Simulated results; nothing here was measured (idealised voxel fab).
Title: Process Module voxel self aligned vias
It is cross-section cut that appears here, measuring 225 nm in width, its square cells being 5 nm in size.
In what follows, cross-sections appear as grids of square cells, described through bands that run from the top down, where every band is one or more rows of cells.
First you get the band's top height and its bottom height, in nm, and then the materials it's made of, left to right, with each width in nm. If you see a single material with "everywhere", that one covers the band edge to edge. "blank" is empty space.
Basically, 0 is our baseline, since under it the wafer straight out of the box is all one material. The bottom band has no lower end and keeps on going down, so it looks like "from 0 down".
A two-number width, for instance "30..40", indicates that the width is equal to the first number in the top row of the band and to the second number in the bottom row, and that it changes by a constant amount per row of cells.
Where the words "remains unaltered" appear for a step, the cross-section shows no cell changed by that step; every cell remained as before.
What "Closed empty spaces" gives you is every empty space of 8 cells or more that is cut off from the top. Each appears as width x height at distance, with the distance taken from the left edge and width, height and distance all in nm.
after a step's settings: what the simulator itself notes on the step
For masked steps, "overlay nm" on the step line gives how far right of plan the mask actually lay; a minus sign means it lay to the left.
## The planned process steps are enumerated hereunder
step 1: RECEIVE, material Si
step 2: CONFORMAL_DEP, material SiO2, thk nm 15
step 3: CONFORMAL_DEP, material SiCN, thk nm 5
step 4: DIRECTIONAL_DEP, material lowk, thk nm 25
step 5: DIRECTIONAL_DEP, material aC, thk nm 10
step 6: PATTERN, tone open, mask id LINES, material resist, width nm 20, pitch nm 65, thk nm 25, overlay nm 0
step 7: DIRECTIONAL_ETCH, etch materials aC, depth nm 10
step 8: STRIP, etch materials resist
step 9: DIRECTIONAL_ETCH, etch materials lowk, depth nm 25
step 10: STRIP, etch materials aC
step 11: CONFORMAL_DEP, material TiN, thk nm 5
step 12: FILL_DEP, material Ru, thk nm 10
step 13: CMP, height nm 45
step 14: SELECTIVE_ETCH, etch materials W Ru TiN, depth nm 5
step 15: FILL_DEP, material SiN, thk nm 10
step 16: CMP, height nm 45
step 17: DIRECTIONAL_DEP, material lowk, thk nm 15
step 18: DIRECTIONAL_DEP, material aC, thk nm 15
step 19: PATTERN, tone open, mask id VIAS, material resist, width nm 40, pitch nm 130, thk nm 30, overlay nm 0
step 20: DIRECTIONAL_ETCH, etch materials aC, depth nm 15
step 21: STRIP, etch materials resist
step 22: DIRECTIONAL_ETCH, etch materials lowk, depth nm 15
step 23: DIRECTIONAL_ETCH, etch materials SiN, depth nm 5
step 24: STRIP, etch materials aC
step 25: CONFORMAL_DEP, material TiN, thk nm 5
step 26: FILL_DEP, material Cu, thk nm 5
step 27: CMP, height nm 60
step 28: CONFORMAL_DEP, material SiN, thk nm 5
## Cross-section, incoming material, after step 1
  from 0 down  Si everywhere
  Closed empty spaces: none
## End state of the module in cross-section, given the above starting point and plan and one mistake in execution
  from 65 to 60  SiN everywhere
  from 60 to 50  25 lowk | 5 TiN | 30 Cu | 5 TiN | 90 lowk | 5 TiN | 30 Cu | 5 TiN | 30 lowk
  from 50 to 45  25 lowk | 15 TiN | 10 Cu | 15 TiN | 90 lowk | 15 TiN | 10 Cu | 15 TiN | 30 lowk
  from 45 to 40  35 lowk | 20 TiN | 45 lowk | 20 SiN | 45 lowk | 20 TiN | 40 lowk
  from 40 to 25  35 lowk | 20 TiN | 45 lowk | 5 TiN | 10 Ru | 5 TiN | 45 lowk | 20 TiN | 40 lowk
  from 25 to 20  35 lowk | 20 TiN | 45 lowk | 20 TiN | 45 lowk | 20 TiN | 40 lowk
  from 20 to 15  SiCN everywhere
  from 15 to 0  SiO2 everywhere
  from 0 down  Si everywhere
  Closed empty spaces: none
Processing error: so step 24 ended up running with a different setting than we planned, it ran as STRIP, etch materials Ru
